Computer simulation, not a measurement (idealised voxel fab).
Name of the process module below: voxel lift off
Square cells of 5 nm make up the cross-section cut, whose width is 165 nm.
Cross-section format: a grid of square cells, given as bands from top to bottom; each band is one or more rows of cells.
Within each band entry, the heights of the top and of the bottom of the band appear first, in that order and in nm; the materials of the band then follow from left to right, each with its corresponding width in nm. The designation "everywhere" on a single material indicates that it fills the band from edge to edge; the designation "blank" indicates empty space.
For the purposes of this specification, 0 denotes the height below which the wafer in its as-received condition is composed wholly of one material, and the lowermost band, lacking a lower limit, extends downward without end, as expressed in "z 0 and below".
The expression "30 to 40" gives the width at the extremes of the band, the first number at its top row of cells and the second at its bottom row, with the width changing by equal amounts from each row to the next in between.
Reading "remained the same" for a step: not a cell of the cross-section changed in it.
For the entry "Closed cavities", the listed items are empty spaces with no open way to the top whose size is 8 cells or more; each item follows the pattern width x height at distance, where distance is from the left edge and all three are in nm.
The remark found on a step's line after its settings is issued by the simulator itself and pertains to that step.
overlay nm: right-of-plan distance of the mask on a masked step; negative values mean left-of-plan.

**The steps planned for the process are as follows**
1) RECEIVE: material Si
2) CONFORMAL_DEP: material SiO2, thk nm 15
3) PATTERN: tone open, mask id LINES, material resist, width nm 20, pitch nm 35, thk nm 25, overlay nm 0
4) DIRECTIONAL_DEP: material Ru, thk nm 15
5) STRIP: etch materials resist
6) CONFORMAL_DEP: material SiN, thk nm 10

**First wafer out of two, processed as planned**

**As received (post step 1): cross-section**
  z 0 and below = Si everywhere
  Closed cavities: none

**You're looking at a cross-section of the wafer after step 2**
  z 15 to 0 = SiO2 everywhere
  below 0: unchanged

**You're looking at a cross-section of the wafer after step 3**
  z 40 to 15 = resist 35 nm / blank 20 nm / resist 15 nm / blank 20 nm / resist 15 nm / blank 20 nm / resist 40 nm
  below 15: unchanged

**You're looking at a cross-section of the wafer after step 4**
  z 55 to 40 = Ru 35 nm / blank 20 nm / Ru 15 nm / blank 20 nm / Ru 15 nm / blank 20 nm / Ru 40 nm
  z 40 to 30 = resist 35 nm / blank 20 nm / resist 15 nm / blank 20 nm / resist 15 nm / blank 20 nm / resist 40 nm
  z 30 to 15 = resist 35 nm / Ru 20 nm / resist 15 nm / Ru 20 nm / resist 15 nm / Ru 20 nm / resist 40 nm
  below 15: unchanged

**You're looking at a cross-section of the wafer after step 5**
  z 30 to 15 = blank 35 nm / Ru 20 nm / blank 15 nm / Ru 20 nm / blank 15 nm / Ru 20 nm / blank 40 nm
  below 15: unchanged

**You're looking at a cross-section of the wafer after step 6**
  z 40 to 30 = blank 25 nm / SiN 110 nm / blank 30 nm
  z 30 to 25 = blank 25 nm / SiN 10 nm / Ru 20 nm / SiN 15 nm / Ru 20 nm / SiN 15 nm / Ru 20 nm / SiN 10 nm / blank 30 nm
  z 25 to 15 = SiN 35 nm / Ru 20 nm / SiN 15 nm / Ru 20 nm / SiN 15 nm / Ru 20 nm / SiN 40 nm
  below 15: unchanged

**Okay, second wafer. Nothing different at the start, nothing different in the plan, just one mistake somewhere in the running. As far as step 1, counting that step, it's the first wafer all over again**

**What the second wafer looks like in cross-section when step 2 should have wrapped up**
  z 5 to 0 = SiO2 everywhere
  below 0: unchanged

**What the second wafer looks like in cross-section when step 3 should have wrapped up**
  z 30 to 5 = resist 35 nm / blank 20 nm / resist 15 nm / blank 20 nm / resist 15 nm / blank 20 nm / resist 40 nm
  below 5: unchanged

**What the second wafer looks like in cross-section when step 4 should have wrapped up**
  z 45 to 30 = Ru 35 nm / blank 20 nm / Ru 15 nm / blank 20 nm / Ru 15 nm / blank 20 nm / Ru 40 nm
  z 30 to 20 = resist 35 nm / blank 20 nm / resist 15 nm / blank 20 nm / resist 15 nm / blank 20 nm / resist 40 nm
  z 20 to 5 = resist 35 nm / Ru 20 nm / resist 15 nm / Ru 20 nm / resist 15 nm / Ru 20 nm / resist 40 nm
  below 5: unchanged

**What the second wafer looks like in cross-section when step 5 should have wrapped up**
  z 20 to 5 = blank 35 nm / Ru 20 nm / blank 15 nm / Ru 20 nm / blank 15 nm / Ru 20 nm / blank 40 nm
  below 5: unchanged

**What the second wafer looks like in cross-section when step 6 should have wrapped up**
  z 30 to 20 = blank 25 nm / SiN 110 nm / blank 30 nm
  z 20 to 15 = blank 25 nm / SiN 10 nm / Ru 20 nm / SiN 15 nm / Ru 20 nm / SiN 15 nm / Ru 20 nm / SiN 10 nm / blank 30 nm
  z 15 to 5 = SiN 35 nm / Ru 20 nm / SiN 15 nm / Ru 20 nm / SiN 15 nm / Ru 20 nm / SiN 40 nm
  below 5: unchanged
Heads up, the wafer didn't run the way we planned it: step 2 was run on a setting that differed from the plan, and what really ran there is CONFORMAL_DEP: material SiO2, thk nm 5
Heads up, by the end the second wafer has more or fewer cells of some materials compared to the first: 66 fewer of SiO2
